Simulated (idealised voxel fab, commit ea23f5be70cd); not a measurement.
The following is a process module called voxel transistor to metal.
Section cut is 290 nm wide and gridded with 5 nm square cells.
If you're reading a cross-section in this doc, picture square cells in a grid; it comes to you as bands, top ones listed first down to the bottom, and a band can be one or more rows of cells. For a band, the entry starts with two heights in nm, that of the top and then that of the bottom, and carries on with the band's materials in order from left to right, each alongside its width in nm; the word "everywhere" beside a single material means it fills the band edge to edge, and "blank" means empty space. Heights are expressed relative to 0, this being the level below which the as-received wafer comprises one material exclusively. The lowest band is unbounded in the downward direction and is denoted as in "z 0 and below". Read "30..40" as a graded width: first number on top, second number at the bottom, same change between each pair of neighbouring rows. Where a step carries "remained the same", the cross-section came out of it unchanged, cell for cell. Enclosed voids (no open way to top), threshold 8 cells or more, entry "Trapped cavities", notation width x height at distance, distance from left edge, nm. after a step's settings: what the simulator itself notes on the step. Among the settings permitted on a step's line is "overlay nm"; applied to a step with a mask, it specifies the extent to which the mask lay to the right of its planned position, whereas a negative figure signifies a position to the left. What follows is a series of pairs. Each pair shows a cross-section before one process step and the cross-section after it, and the after view is drawn only down to the lowest band that changed. Beneath each pair is the step that lies between the two, with its settings. Pairs may come from different runs of this module on the same starting wafer, so a pair continues from the one above it only where its entry headed "Prior state" says so.

-- Prior state
z 70 to 45  SiO2 everywhere
z 45 to 40  SiCN everywhere
z 40 to 25  SiO2 35 nm, then TiN 5 nm, then Ru 10 nm, then TiN 5 nm, then SiO2 55 nm, then TiN 5 nm, then Ru 10 nm, then TiN 5 nm, then SiO2 30 nm, then TiN 5 nm, then Ru 10 nm, then TiN 5 nm, then SiO2 55 nm, then TiN 5 nm, then Ru 10 nm, then TiN 5 nm, then SiO2 35 nm
z 25 to 15  SiO2 35 nm, then TiN 5 nm, then Ru 10 nm, then TiN 5 nm, then SiN 10 nm, then SiO2 5 nm, then SiCN 25 nm, then SiO2 5 nm, then SiN 10 nm, then TiN 5 nm, then Ru 10 nm, then TiN 5 nm, then SiO2 30 nm, then TiN 5 nm, then Ru 10 nm, then TiN 5 nm, then SiN 10 nm, then SiO2 5 nm, then SiCN 25 nm, then SiO2 5 nm, then SiN 10 nm, then TiN 5 nm, then Ru 10 nm, then TiN 5 nm, then SiO2 35 nm
z 15 to 10  SiO2 35 nm, then TiN 20 nm, then SiN 10 nm, then SiO2 5 nm, then polySi 25 nm, then SiO2 5 nm, then SiN 10 nm, then TiN 20 nm, then SiO2 30 nm, then TiN 20 nm, then SiN 10 nm, then SiO2 5 nm, then polySi 25 nm, then SiO2 5 nm, then SiN 10 nm, then TiN 20 nm, then SiO2 35 nm
z 10 to -5  SiO2 55 nm, then SiN 10 nm, then SiO2 5 nm, then polySi 25 nm, then SiO2 5 nm, then SiN 10 nm, then SiO2 70 nm, then SiN 10 nm, then SiO2 5 nm, then polySi 25 nm, then SiO2 5 nm, then SiN 10 nm, then SiO2 55 nm
z -5 to -10  SiO2 15 nm, then nSi 40 nm, then SiO2 55 nm, then nSi 70 nm, then SiO2 55 nm, then nSi 40 nm, then SiO2 15 nm
z -10 to -35  SiO2 35 nm, then Si 95 nm, then SiO2 30 nm, then Si 95 nm, then SiO2 35 nm
z -35 and below  Si everywhere
Trapped cavities: none

-- Step Result
z 80 to 70  aC everywhere
Under the height 70 nothing was changed.
Trapped cavities: none
Relating the two cross-sections above, the step in between is DIRECTIONAL_DEP, material aC, thk nm 10

Prior state: unchanged from the after cross-section in the pair immediately above; refer to that figure.

-- Step Result
z 110 to 80  resist 35 nm, then blank 20 nm, then resist 55 nm, then blank 20 nm, then resist 30 nm, then blank 20 nm, then resist 55 nm, then blank 20 nm, then resist 35 nm
Under the height 80 nothing was changed.
Trapped cavities: none
Relating the two cross-sections above, the step in between is PATTERN, tone open, mask id METAL_1, material resist, width nm 20, thk nm 30, overlay nm 0

Prior state: unchanged from the after cross-section in the pair immediately above; refer to that figure.

-- Step Result
z 100 to 80  resist 35 nm, then blank 20 nm, then resist 55 nm, then blank 20 nm, then resist 30 nm, then blank 20 nm, then resist 55 nm, then blank 20 nm, then resist 35 nm
z 80 to 70  aC 35 nm, then blank 20 nm, then aC 55 nm, then blank 20 nm, then aC 30 nm, then blank 20 nm, then aC 55 nm, then blank 20 nm, then aC 35 nm
Under the height 70 nothing was changed.
Trapped cavities: none
Relating the two cross-sections above, the step in between is DIRECTIONAL_ETCH, etch materials aC, depth nm 10

Prior state: unchanged from the after cross-section in the pair immediately above; refer to that figure.

-- Step Result
z 80 to 70  aC 35 nm, then blank 20 nm, then aC 55 nm, then blank 20 nm, then aC 30 nm, then blank 20 nm, then aC 55 nm, then blank 20 nm, then aC 35 nm
Under the height 70 nothing was changed.
Trapped cavities: none
Relating the two cross-sections above, the step in between is STRIP, etch materials resist

Prior state: unchanged from the after cross-section in the pair immediately above; refer to that figure.

-- Step Result
z 80 to 70  aC 35 nm, then blank 20 nm, then aC 55 nm, then blank 20 nm, then aC 30 nm, then blank 20 nm, then aC 55 nm, then blank 20 nm, then aC 35 nm
z 70 to 45  SiO2 35 nm, then blank 20 nm, then SiO2 55 nm, then blank 20 nm, then SiO2 30 nm, then blank 20 nm, then SiO2 55 nm, then blank 20 nm, then SiO2 35 nm
Under the height 45 nothing was changed.
Trapped cavities: none
Relating the two cross-sections above, the step in between is DIRECTIONAL_ETCH, etch materials SiO2, depth nm 25

Prior state: unchanged from the after cross-section in the pair immediately above; refer to that figure.

-- Step Result
z 80 to 70  aC 35 nm, then blank 20 nm, then aC 55 nm, then blank 20 nm, then aC 30 nm, then blank 20 nm, then aC 55 nm, then blank 20 nm, then aC 35 nm
z 70 to 45  SiO2 35 nm, then blank 20 nm, then SiO2 55 nm, then blank 20 nm, then SiO2 30 nm, then blank 20 nm, then SiO2 55 nm, then blank 20 nm, then SiO2 35 nm
z 45 to 40  SiCN 35 nm, then blank 20 nm, then SiCN 55 nm, then blank 20 nm, then SiCN 30 nm, then blank 20 nm, then SiCN 55 nm, then blank 20 nm, then SiCN 35 nm
Under the height 40 nothing was changed.
Trapped cavities: none
Relating the two cross-sections above, the step in between is DIRECTIONAL_ETCH, etch materials SiCN, depth nm 5

Prior state: unchanged from the after cross-section in the pair immediately above; refer to that figure.

-- Step Result
z 70 to 45  SiO2 35 nm, then blank 20 nm, then SiO2 55 nm, then blank 20 nm, then SiO2 30 nm, then blank 20 nm, then SiO2 55 nm, then blank 20 nm, then SiO2 35 nm
Under the height 45 nothing was changed.
Trapped cavities: none
Relating the two cross-sections above, the step in between is STRIP, etch materials aC

Prior state: unchanged from the after cross-section in the pair immediately above; refer to that figure.

-- Step Result
z 75 to 70  TiN 40 nm, then blank 10 nm, then TiN 65 nm, then blank 10 nm, then TiN 40 nm, then blank 10 nm, then TiN 65 nm, then blank 10 nm, then TiN 40 nm
z 70 to 45  SiO2 35 nm, then TiN 5 nm, then blank 10 nm, then TiN 5 nm, then SiO2 55 nm, then TiN 5 nm, then blank 10 nm, then TiN 5 nm, then SiO2 30 nm, then TiN 5 nm, then blank 10 nm, then TiN 5 nm, then SiO2 55 nm, then TiN 5 nm, then blank 10 nm, then TiN 5 nm, then SiO2 35 nm
z 45 to 40  SiCN 35 nm, then TiN 20 nm, then SiCN 55 nm, then TiN 20 nm, then SiCN 30 nm, then TiN 20 nm, then SiCN 55 nm, then TiN 20 nm, then SiCN 35 nm
Under the height 40 nothing was changed.
Trapped cavities: none
Relating the two cross-sections above, the step in between is CONFORMAL_DEP, material TiN, thk nm 5

Prior state: unchanged from the after cross-section in the pair immediately above; refer to that figure.

-- Step Result
z 85 to 75  Cu everywhere
z 75 to 70  TiN 40 nm, then Cu 10 nm, then TiN 65 nm, then Cu 10 nm, then TiN 40 nm, then Cu 10 nm, then TiN 65 nm, then Cu 10 nm, then TiN 40 nm
z 70 to 45  SiO2 35 nm, then TiN 5 nm, then Cu 10 nm, then TiN 5 nm, then SiO2 55 nm, then TiN 5 nm, then Cu 10 nm, then TiN 5 nm, then SiO2 30 nm, then TiN 5 nm, then Cu 10 nm, then TiN 5 nm, then SiO2 55 nm, then TiN 5 nm, then Cu 10 nm, then TiN 5 nm, then SiO2 35 nm
Under the height 45 nothing was changed.
Trapped cavities: none
Relating the two cross-sections above, the step in between is FILL_DEP, material Cu, thk nm 10

Prior state: unchanged from the after cross-section in the pair immediately above; refer to that figure.

-- Step Result
z 70 to 45  SiO2 35 nm, then TiN 5 nm, then Cu 10 nm, then TiN 5 nm, then SiO2 55 nm, then TiN 5 nm, then Cu 10 nm, then TiN 5 nm, then SiO2 30 nm, then TiN 5 nm, then Cu 10 nm, then TiN 5 nm, then SiO2 55 nm, then TiN 5 nm, then Cu 10 nm, then TiN 5 nm, then SiO2 35 nm
Under the height 45 nothing was changed.
Trapped cavities: none
Relating the two cross-sections above, the step in between is CMP, height nm 70

Prior state: unchanged from the after cross-section in the pair immediately above; refer to that figure.

-- Step Result
z 75 to 70  SiCN everywhere
Under the height 70 nothing was changed.
Trapped cavities: none
Relating the two cross-sections above, the step in between is CONFORMAL_DEP, material SiCN, thk nm 5

Prior state: unchanged from the after cross-section in the pair immediately above; refer to that figure.

-- Step Result
z 100 to 75  SiO2 everywhere
Under the height 75 nothing was changed.
Trapped cavities: none
Relating the two cross-sections above, the step in between is DIRECTIONAL_DEP, material SiO2, thk nm 25

Prior state: unchanged from the after cross-section in the pair immediately above; refer to that figure.

-- Step Result
z 120 to 100  resist 35 nm, then blank 20 nm, then resist 105 nm, then blank 20 nm, then resist 110 nm
Under the height 100 nothing was changed.
Trapped cavities: none
Relating the two cross-sections above, the step in between is PATTERN, tone open, mask id METAL_2, material resist, width nm 20, pitch nm 125, thk nm 20, overlay nm 0

Prior state: unchanged from the after cross-section in the pair immediately above; refer to that figure.

-- Step Result
z 120 to 100  resist 35 nm, then blank 20 nm, then resist 105 nm, then blank 20 nm, then resist 110 nm
z 100 to 85  SiO2 35 nm, then blank 20 nm, then SiO2 105 nm, then blank 20 nm, then SiO2 110 nm
Under the height 85 nothing was changed.
Trapped cavities: none
Relating the two cross-sections above, the step in between is DIRECTIONAL_ETCH, etch materials SiO2, depth nm 15

Prior state: unchanged from the after cross-section in the pair immediately above; refer to that figure.

-- Step Result
z 100 to 85  SiO2 35 nm, then blank 20 nm, then SiO2 105 nm, then blank 20 nm, then SiO2 110 nm
Under the height 85 nothing was changed.
Trapped cavities: none
Relating the two cross-sections above, the step in between is STRIP, etch materials resist

Prior state: unchanged from the after cross-section in the pair immediately above; refer to that figure.

-- Step Result
z 115 to 100  aC 35 nm, then blank 20 nm, then aC 105 nm, then blank 20 nm, then aC 110 nm
z 100 to 85  SiO2 35 nm, then aC 20 nm, then SiO2 105 nm, then aC 20 nm, then SiO2 110 nm
Under the height 85 nothing was changed.
Trapped cavities: none
Relating the two cross-sections above, the step in between is DIRECTIONAL_DEP, material aC, thk nm 15

Prior state: unchanged from the after cross-section in the pair immediately above; refer to that figure.

-- Step Result
z 145 to 115  resist 35 nm, then blank 15 nm, then resist 110 nm, then blank 15 nm, then resist 115 nm
z 115 to 100  aC 35 nm, then blank 15 nm, then resist 5 nm, then aC 105 nm, then blank 15 nm, then resist 5 nm, then aC 110 nm
Under the height 100 nothing was changed.
Trapped cavities: none
Relating the two cross-sections above, the step in between is PATTERN, tone open, mask id METAL_2_HOLES, material resist, width nm 15, pitch nm 125, thk nm 30, overlay nm 0

Prior state: unchanged from the after cross-section in the pair immediately above; refer to that figure.

-- Step Result
z 130 to 115  resist 35 nm, then blank 15 nm, then resist 110 nm, then blank 15 nm, then resist 115 nm
z 115 to 100  aC 35 nm, then blank 15 nm, then resist 5 nm, then aC 105 nm, then blank 15 nm, then resist 5 nm, then aC 110 nm
z 100 to 85  SiO2 35 nm, then blank 15 nm, then aC 5 nm, then SiO2 105 nm, then blank 15 nm, then aC 5 nm, then SiO2 110 nm
Under the height 85 nothing was changed.
Trapped cavities: none
Relating the two cross-sections above, the step in between is DIRECTIONAL_ETCH, etch materials aC, depth nm 15

Prior state: unchanged from the after cross-section in the pair immediately above; refer to that figure.

-- Step Result
z 115 to 100  aC 35 nm, then blank 20 nm, then aC 105 nm, then blank 20 nm, then aC 110 nm
Under the height 100 nothing was changed.
Trapped cavities: none
Relating the two cross-sections above, the step in between is STRIP, etch materials resist

Prior state: unchanged from the after cross-section in the pair immediately above; refer to that figure.

-- Step Result
z 115 to 100  aC 35 nm, then blank 20 nm, then aC 105 nm, then blank 20 nm, then aC 110 nm
z 100 to 85  SiO2 35 nm, then blank 15 nm, then aC 5 nm, then SiO2 105 nm, then blank 15 nm, then aC 5 nm, then SiO2 110 nm
z 85 to 75  SiO2 35 nm, then blank 15 nm, then SiO2 110 nm, then blank 15 nm, then SiO2 115 nm
Under the height 75 nothing was changed.
Trapped cavities: none
Relating the two cross-sections above, the step in between is DIRECTIONAL_ETCH, etch materials SiO2, depth nm 10

Prior state: unchanged from the after cross-section in the pair immediately above; refer to that figure.

-- Step Result
z 115 to 100  aC 35 nm, then blank 20 nm, then aC 105 nm, then blank 20 nm, then aC 110 nm
z 100 to 85  SiO2 35 nm, then blank 15 nm, then aC 5 nm, then SiO2 105 nm, then blank 15 nm, then aC 5 nm, then SiO2 110 nm
z 85 to 75  SiO2 35 nm, then blank 15 nm, then SiO2 110 nm, then blank 15 nm, then SiO2 115 nm
z 75 to 70  SiCN 35 nm, then blank 15 nm, then SiCN 110 nm, then blank 15 nm, then SiCN 115 nm
Under the height 70 nothing was changed.
Trapped cavities: none
Relating the two cross-sections above, the step in between is DIRECTIONAL_ETCH, etch materials SiCN, depth nm 5

Prior state: unchanged from the after cross-section in the pair immediately above; refer to that figure.

-- Step Result
z 100 to 85  SiO2 35 nm, then blank 20 nm, then SiO2 105 nm, then blank 20 nm, then SiO2 110 nm
Under the height 85 nothing was changed.
Trapped cavities: none
Relating the two cross-sections above, the step in between is STRIP, etch materials aC

Prior state: unchanged from the after cross-section in the pair immediately above; refer to that figure.

-- Step Result
z 105 to 100  TiN 40 nm, then blank 10 nm, then TiN 115 nm, then blank 10 nm, then TiN 115 nm
z 100 to 90  SiO2 35 nm, then TiN 5 nm, then blank 10 nm, then TiN 5 nm, then SiO2 105 nm, then TiN 5 nm, then blank 10 nm, then TiN 5 nm, then SiO2 110 nm
z 90 to 85  SiO2 35 nm, then TiN 5 nm, then blank 5 nm, then TiN 10 nm, then SiO2 105 nm, then TiN 5 nm, then blank 5 nm, then TiN 10 nm, then SiO2 110 nm
z 85 to 75  SiO2 35 nm, then TiN 5 nm, then blank 5 nm, then TiN 5 nm, then SiO2 110 nm, then TiN 5 nm, then blank 5 nm, then TiN 5 nm, then SiO2 115 nm
z 75 to 70  SiCN 35 nm, then TiN 15 nm, then SiCN 110 nm, then TiN 15 nm, then SiCN 115 nm
Under the height 70 nothing was changed.
Trapped cavities: none
Relating the two cross-sections above, the step in between is CONFORMAL_DEP, material TiN, thk nm 5

Prior state: unchanged from the after cross-section in the pair immediately above; refer to that figure.

-- Step Result
z 115 to 105  Ru everywhere
z 105 to 100  TiN 40 nm, then Ru 10 nm, then TiN 115 nm, then Ru 10 nm, then TiN 115 nm
z 100 to 90  SiO2 35 nm, then TiN 5 nm, then Ru 10 nm, then TiN 5 nm, then SiO2 105 nm, then TiN 5 nm, then Ru 10 nm, then TiN 5 nm, then SiO2 110 nm
z 90 to 85  SiO2 35 nm, then TiN 5 nm, then Ru 5 nm, then TiN 10 nm, then SiO2 105 nm, then TiN 5 nm, then Ru 5 nm, then TiN 10 nm, then SiO2 110 nm
z 85 to 75  SiO2 35 nm, then TiN 5 nm, then Ru 5 nm, then TiN 5 nm, then SiO2 110 nm, then TiN 5 nm, then Ru 5 nm, then TiN 5 nm, then SiO2 115 nm
Under the height 75 nothing was changed.
Trapped cavities: none
Relating the two cross-sections above, the step in between is FILL_DEP, material Ru, thk nm 10

Prior state: unchanged from the after cross-section in the pair immediately above; refer to that figure.

-- Step Result
z 100 to 90  SiO2 35 nm, then TiN 5 nm, then Ru 10 nm, then TiN 5 nm, then SiO2 105 nm, then TiN 5 nm, then Ru 10 nm, then TiN 5 nm, then SiO2 110 nm
Under the height 90 nothing was changed.
Trapped cavities: none
Relating the two cross-sections above, the step in between is CMP, height nm 100

Prior state: unchanged from the after cross-section in the pair immediately above; refer to that figure.

-- Step Result
z 105 to 100  SiCN everywhere
Under the height 100 nothing was changed.
Trapped cavities: none
Relating the two cross-sections above, the step in between is CONFORMAL_DEP, material SiCN, thk nm 5

-- Prior state
z -5 to -10  SiO2 everywhere
z -10 to -35  SiO2 35 nm, then Si 95 nm, then SiO2 30 nm, then Si 95 nm, then SiO2 35 nm
z -35 and below  Si everywhere
Trapped cavities: none

-- Step Result
z 25 to -5  polySi everywhere
Under the height -5 nothing was changed.
Trapped cavities: none
Relating the two cross-sections above, the step in between is DIRECTIONAL_DEP, material polySi, thk nm 30

Prior state: unchanged from the after cross-section in the pair immediately above; refer to that figure.

-- Step Result
z 35 to 25  SiCN everywhere
Under the height 25 nothing was changed.
Trapped cavities: none
Relating the two cross-sections above, the step in between is DIRECTIONAL_DEP, material SiCN, thk nm 10

Prior state: unchanged from the after cross-section in the pair immediately above; refer to that figure.

-- Step Result
z 35 to 25  blank 70 nm, then SiCN 25 nm, then blank 100 nm, then SiCN 25 nm, then blank 70 nm
Under the height 25 nothing was changed.
Trapped cavities: none
Relating the two cross-sections above, the step in between is MASKED_ETCH, tone cover, mask id GATE, width nm 25, pitch nm 125, etch materials SiCN, depth nm 20, overlay nm 0

Prior state: unchanged from the after cross-section in the pair immediately above; refer to that figure.

-- Step Result
z 35 to 25  blank 70 nm, then SiCN 25 nm, then blank 100 nm, then SiCN 25 nm, then blank 70 nm
z 25 to -5  blank 70 nm, then polySi 25 nm, then blank 100 nm, then polySi 25 nm, then blank 70 nm
Under the height -5 nothing was changed.
Trapped cavities: none
Relating the two cross-sections above, the step in between is MASKED_ETCH, tone cover, mask id GATE, width nm 25, pitch nm 125, etch materials polySi, depth nm 30, overlay nm 0

Prior state: unchanged from the after cross-section in the pair immediately above; refer to that figure.

-- Step Result
z 40 to 35  blank 65 nm, then SiO2 35 nm, then blank 90 nm, then SiO2 35 nm, then blank 65 nm
z 35 to 25  blank 65 nm, then SiO2 5 nm, then SiCN 25 nm, then SiO2 5 nm, then blank 90 nm, then SiO2 5 nm, then SiCN 25 nm, then SiO2 5 nm, then blank 65 nm
z 25 to 0  blank 65 nm, then SiO2 5 nm, then polySi 25 nm, then SiO2 5 nm, then blank 90 nm, then SiO2 5 nm, then polySi 25 nm, then SiO2 5 nm, then blank 65 nm
z 0 to -5  SiO2 70 nm, then polySi 25 nm, then SiO2 100 nm, then polySi 25 nm, then SiO2 70 nm
Under the height -5 nothing was changed.
Trapped cavities: none
Relating the two cross-sections above, the step in between is CONFORMAL_DEP, material SiO2, thk nm 5

Prior state: unchanged from the after cross-section in the pair immediately above; refer to that figure.

-- Step Result
z 35 to 25  blank 65 nm, then SiO2 5 nm, then SiCN 25 nm, then SiO2 5 nm, then blank 90 nm, then SiO2 5 nm, then SiCN 25 nm, then SiO2 5 nm, then blank 65 nm
z 25 to -5  blank 65 nm, then SiO2 5 nm, then polySi 25 nm, then SiO2 5 nm, then blank 90 nm, then SiO2 5 nm, then polySi 25 nm, then SiO2 5 nm, then blank 65 nm
Under the height -5 nothing was changed.
Trapped cavities: none
Relating the two cross-sections above, the step in between is DIRECTIONAL_ETCH, etch materials SiO2, depth nm 5

Prior state: unchanged from the after cross-section in the pair immediately above; refer to that figure.

-- Step Result
z 45 to 35  blank 55 nm, then SiN 55 nm, then blank 70 nm, then SiN 55 nm, then blank 55 nm
z 35 to 25  blank 55 nm, then SiN 10 nm, then SiO2 5 nm, then SiCN 25 nm, then SiO2 5 nm, then SiN 10 nm, then blank 70 nm, then SiN 10 nm, then SiO2 5 nm, then SiCN 25 nm, then SiO2 5 nm, then SiN 10 nm, then blank 55 nm
z 25 to 5  blank 55 nm, then SiN 10 nm, then SiO2 5 nm, then polySi 25 nm, then SiO2 5 nm, then SiN 10 nm, then blank 70 nm, then SiN 10 nm, then SiO2 5 nm, then polySi 25 nm, then SiO2 5 nm, then SiN 10 nm, then blank 55 nm
z 5 to -5  SiN 65 nm, then SiO2 5 nm, then polySi 25 nm, then SiO2 5 nm, then SiN 90 nm, then SiO2 5 nm, then polySi 25 nm, then SiO2 5 nm, then SiN 65 nm
Under the height -5 nothing was changed.
Trapped cavities: none
Relating the two cross-sections above, the step in between is CONFORMAL_DEP, material SiN, thk nm 10

Prior state: unchanged from the after cross-section in the pair immediately above; refer to that figure.

-- Step Result
z 35 to 25  blank 55 nm, then SiN 10 nm, then SiO2 5 nm, then SiCN 25 nm, then SiO2 5 nm, then SiN 10 nm, then blank 70 nm, then SiN 10 nm, then SiO2 5 nm, then SiCN 25 nm, then SiO2 5 nm, then SiN 10 nm, then blank 55 nm
z 25 to -5  blank 55 nm, then SiN 10 nm, then SiO2 5 nm, then polySi 25 nm, then SiO2 5 nm, then SiN 10 nm, then blank 70 nm, then SiN 10 nm, then SiO2 5 nm, then polySi 25 nm, then SiO2 5 nm, then SiN 10 nm, then blank 55 nm
Under the height -5 nothing was changed.
Trapped cavities: none
Relating the two cross-sections above, the step in between is DIRECTIONAL_ETCH, etch materials SiN, depth nm 10

Prior state: unchanged from the after cross-section in the pair immediately above; refer to that figure.

-- Step Result
z 35 to 30  blank 55 nm, then SiN 10 nm, then blank 5 nm, then SiCN 25 nm, then blank 5 nm, then SiN 10 nm, then blank 70 nm, then SiN 10 nm, then blank 5 nm, then SiCN 25 nm, then blank 5 nm, then SiN 10 nm, then blank 55 nm
z 30 to 25  blank 55 nm, then SiN 10 nm, then SiO2 5 nm, then SiCN 25 nm, then SiO2 5 nm, then SiN 10 nm, then blank 70 nm, then SiN 10 nm, then SiO2 5 nm, then SiCN 25 nm, then SiO2 5 nm, then SiN 10 nm, then blank 55 nm
z 25 to -5  blank 55 nm, then SiN 10 nm, then SiO2 5 nm, then polySi 25 nm, then SiO2 5 nm, then SiN 10 nm, then blank 70 nm, then SiN 10 nm, then SiO2 5 nm, then polySi 25 nm, then SiO2 5 nm, then SiN 10 nm, then blank 55 nm
z -5 to -10  blank 55 nm, then SiO2 55 nm, then blank 70 nm, then SiO2 55 nm, then blank 55 nm
Under the height -10 nothing was changed.
Trapped cavities: none
Relating the two cross-sections above, the step in between is DIRECTIONAL_ETCH, etch materials SiO2, depth nm 5

Prior state: unchanged from the after cross-section in the pair immediately above; refer to that figure.

-- Step Result
z 35 to 30  blank 55 nm, then SiN 10 nm, then blank 5 nm, then SiCN 25 nm, then blank 5 nm, then SiN 10 nm, then blank 70 nm, then SiN 10 nm, then blank 5 nm, then SiCN 25 nm, then blank 5 nm, then SiN 10 nm, then blank 55 nm
z 30 to 25  blank 55 nm, then SiN 10 nm, then SiO2 5 nm, then SiCN 25 nm, then SiO2 5 nm, then SiN 10 nm, then blank 70 nm, then SiN 10 nm, then SiO2 5 nm, then SiCN 25 nm, then SiO2 5 nm, then SiN 10 nm, then blank 55 nm
z 25 to -5  blank 55 nm, then SiN 10 nm, then SiO2 5 nm, then polySi 25 nm, then SiO2 5 nm, then SiN 10 nm, then blank 70 nm, then SiN 10 nm, then SiO2 5 nm, then polySi 25 nm, then SiO2 5 nm, then SiN 10 nm, then blank 55 nm
z -5 to -10  blank 55 nm, then SiO2 55 nm, then blank 70 nm, then SiO2 55 nm, then blank 55 nm
z -10 to -25  SiO2 35 nm, then blank 20 nm, then Si 55 nm, then blank 20 nm, then SiO2 30 nm, then blank 20 nm, then Si 55 nm, then blank 20 nm, then SiO2 35 nm
Under the height -25 nothing was changed.
Trapped cavities: none
Relating the two cross-sections above, the step in between is DIRECTIONAL_ETCH, etch materials Si, depth nm 15

Prior state: unchanged from the after cross-section in the pair immediately above; refer to that figure.

-- Step Result
z 35 to 30  blank 55 nm, then SiN 10 nm, then blank 5 nm, then SiCN 25 nm, then blank 5 nm, then SiN 10 nm, then blank 70 nm, then SiN 10 nm, then blank 5 nm, then SiCN 25 nm, then blank 5 nm, then SiN 10 nm, then blank 55 nm
z 30 to 25  blank 55 nm, then SiN 10 nm, then SiO2 5 nm, then SiCN 25 nm, then SiO2 5 nm, then SiN 10 nm, then blank 70 nm, then SiN 10 nm, then SiO2 5 nm, then SiCN 25 nm, then SiO2 5 nm, then SiN 10 nm, then blank 55 nm
z 25 to 10  blank 55 nm, then SiN 10 nm, then SiO2 5 nm, then polySi 25 nm, then SiO2 5 nm, then SiN 10 nm, then blank 70 nm, then SiN 10 nm, then SiO2 5 nm, then polySi 25 nm, then SiO2 5 nm, then SiN 10 nm, then blank 55 nm
z 10 to -5  blank 35 nm, then nSi 20 nm, then SiN 10 nm, then SiO2 5 nm, then polySi 25 nm, then SiO2 5 nm, then SiN 10 nm, then nSi 20 nm, then blank 30 nm, then nSi 20 nm, then SiN 10 nm, then SiO2 5 nm, then polySi 25 nm, then SiO2 5 nm, then SiN 10 nm, then nSi 20 nm, then blank 35 nm
z -5 to -10  blank 30 nm, then nSi 25 nm, then SiO2 55 nm, then nSi 25 nm, then blank 20 nm, then nSi 25 nm, then SiO2 55 nm, then nSi 25 nm, then blank 30 nm
z -10 to -25  SiO2 35 nm, then nSi 20 nm, then Si 55 nm, then nSi 20 nm, then SiO2 30 nm, then nSi 20 nm, then Si 55 nm, then nSi 20 nm, then SiO2 35 nm
Under the height -25 nothing was changed.
Trapped cavities: none
Relating the two cross-sections above, the step in between is EPI, material nSi, thk nm 20

Prior state: unchanged from the after cross-section in the pair immediately above; refer to that figure.

-- Step Result
z 45 to 35  SiO2 everywhere
z 35 to 25  SiO2 55 nm, then SiN 10 nm, then SiO2 5 nm, then SiCN 25 nm, then SiO2 5 nm, then SiN 10 nm, then SiO2 70 nm, then SiN 10 nm, then SiO2 5 nm, then SiCN 25 nm, then SiO2 5 nm, then SiN 10 nm, then SiO2 55 nm
z 25 to 10  SiO2 55 nm, then SiN 10 nm, then SiO2 5 nm, then polySi 25 nm, then SiO2 5 nm, then SiN 10 nm, then SiO2 70 nm, then SiN 10 nm, then SiO2 5 nm, then polySi 25 nm, then SiO2 5 nm, then SiN 10 nm, then SiO2 55 nm
z 10 to -5  SiO2 35 nm, then nSi 20 nm, then SiN 10 nm, then SiO2 5 nm, then polySi 25 nm, then SiO2 5 nm, then SiN 10 nm, then nSi 20 nm, then SiO2 30 nm, then nSi 20 nm, then SiN 10 nm, then SiO2 5 nm, then polySi 25 nm, then SiO2 5 nm, then SiN 10 nm, then nSi 20 nm, then SiO2 35 nm
z -5 to -10  SiO2 30 nm, then nSi 25 nm, then SiO2 55 nm, then nSi 25 nm, then SiO2 20 nm, then nSi 25 nm, then SiO2 55 nm, then nSi 25 nm, then SiO2 30 nm
Under the height -10 nothing was changed.
Trapped cavities: none
Relating the two cross-sections above, the step in between is FILL_DEP, material SiO2, thk nm 10

Prior state: unchanged from the after cross-section in the pair immediately above; refer to that figure.

-- Step Result
z 25 to 10  SiO2 55 nm, then SiN 10 nm, then SiO2 5 nm, then polySi 25 nm, then SiO2 5 nm, then SiN 10 nm, then SiO2 70 nm, then SiN 10 nm, then SiO2 5 nm, then polySi 25 nm, then SiO2 5 nm, then SiN 10 nm, then SiO2 55 nm
Under the height 10 nothing was changed.
Trapped cavities: none
Relating the two cross-sections above, the step in between is CMP, height nm 25

Prior state: unchanged from the after cross-section in the pair immediately above; refer to that figure.

-- Step Result
z 40 to 25  SiO2 everywhere
Under the height 25 nothing was changed.
Trapped cavities: none
Relating the two cross-sections above, the step in between is DIRECTIONAL_DEP, material SiO2, thk nm 15

Prior state: unchanged from the after cross-section in the pair immediately above; refer to that figure.

-- Step Result
z 40 to 25  SiO2 35 nm, then blank 20 nm, then SiO2 55 nm, then blank 20 nm, then SiO2 30 nm, then blank 20 nm, then SiO2 55 nm, then blank 20 nm, then SiO2 35 nm
z 25 to 10  SiO2 35 nm, then blank 20 nm, then SiN 10 nm, then SiO2 5 nm, then polySi 25 nm, then SiO2 5 nm, then SiN 10 nm, then blank 20 nm, then SiO2 30 nm, then blank 20 nm, then SiN 10 nm, then SiO2 5 nm, then polySi 25 nm, then SiO2 5 nm, then SiN 10 nm, then blank 20 nm, then SiO2 35 nm
Under the height 10 nothing was changed.
Trapped cavities: none
Relating the two cross-sections above, the step in between is MASKED_ETCH, tone open, mask id CONTACT, width nm 20, etch materials SiO2, depth nm 30, overlay nm 0

Prior state: unchanged from the after cross-section in the pair immediately above; refer to that figure.

-- Step Result
z 45 to 40  TiN 40 nm, then blank 10 nm, then TiN 65 nm, then blank 10 nm, then TiN 40 nm, then blank 10 nm, then TiN 65 nm, then blank 10 nm, then TiN 40 nm
z 40 to 25  SiO2 35 nm, then TiN 5 nm, then blank 10 nm, then TiN 5 nm, then SiO2 55 nm, then TiN 5 nm, then blank 10 nm, then TiN 5 nm, then SiO2 30 nm, then TiN 5 nm, then blank 10 nm, then TiN 5 nm, then SiO2 55 nm, then TiN 5 nm, then blank 10 nm, then TiN 5 nm, then SiO2 35 nm
z 25 to 15  SiO2 35 nm, then TiN 5 nm, then blank 10 nm, then TiN 5 nm, then SiN 10 nm, then SiO2 5 nm, then polySi 25 nm, then SiO2 5 nm, then SiN 10 nm, then TiN 5 nm, then blank 10 nm, then TiN 5 nm, then SiO2 30 nm, then TiN 5 nm, then blank 10 nm, then TiN 5 nm, then SiN 10 nm, then SiO2 5 nm, then polySi 25 nm, then SiO2 5 nm, then SiN 10 nm, then TiN 5 nm, then blank 10 nm, then TiN 5 nm, then SiO2 35 nm
z 15 to 10  SiO2 35 nm, then TiN 20 nm, then SiN 10 nm, then SiO2 5 nm, then polySi 25 nm, then SiO2 5 nm, then SiN 10 nm, then TiN 20 nm, then SiO2 30 nm, then TiN 20 nm, then SiN 10 nm, then SiO2 5 nm, then polySi 25 nm, then SiO2 5 nm, then SiN 10 nm, then TiN 20 nm, then SiO2 35 nm
Under the height 10 nothing was changed.
Trapped cavities: none
Relating the two cross-sections above, the step in between is CONFORMAL_DEP, material TiN, thk nm 5
